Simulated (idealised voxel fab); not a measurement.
process module | voxel lift off
cross-section cut | 290 nm wide | cells 5 nm
A cross-section is a grid of square cells, given in bands from the top down. A band is one or more rows of cells.
Each band's line starts with the height of the band's top and of its bottom, in nm. Then come its materials from left to right, each with its width in nm. One material with "throughout" fills the band from edge to edge. "air" is empty space.
Height 0 is the level under which the wafer as received is all one material. The lowest band goes on downwards, as in "0 down".
A width such as "30 to 40" changes by the same amount from each row of cells to the next, from the band's top row to its bottom row.
"no change" after a step means that no cell of the cross-section changed.
closed voids: empty space of 8 cells or more with no open way to the top, each as width x height at its distance from the left edge, in nm
after a step's settings: what the simulator itself notes on the step
overlay nm, on a step with a mask: how far to the right of its planned place the mask lay; to the left if negative
plan
1 op RECEIVE | material Si
2 op CONFORMAL_DEP | material SiO2 | thk nm 5
3 op PATTERN | tone open | mask id LINES | material resist | width nm 25 | pitch nm 40 | thk nm 25 | overlay nm 0
4 op DIRECTIONAL_DEP | material Ru | thk nm 10
5 op STRIP | etch materials resist
6 op CONFORMAL_DEP | material SiCN | thk nm 10
as received, after step 1
  0 down: Si throughout
  closed voids: none
a wafer at the end: this start, this plan, one mistake
  25 to 15: air 105 | SiCN 80 | air 105
  15 to 5: SiCN 115 | Ru 20 | SiCN 20 | Ru 20 | SiCN 115
  5 to 0: SiO2 throughout
  0 down: Si throughout
  closed voids: none
what went wrong: step 3 ran as: op PATTERN | tone open | mask id LINES | material resist | width nm 20 | pitch nm 40 | thk nm 25 | overlay nm 0
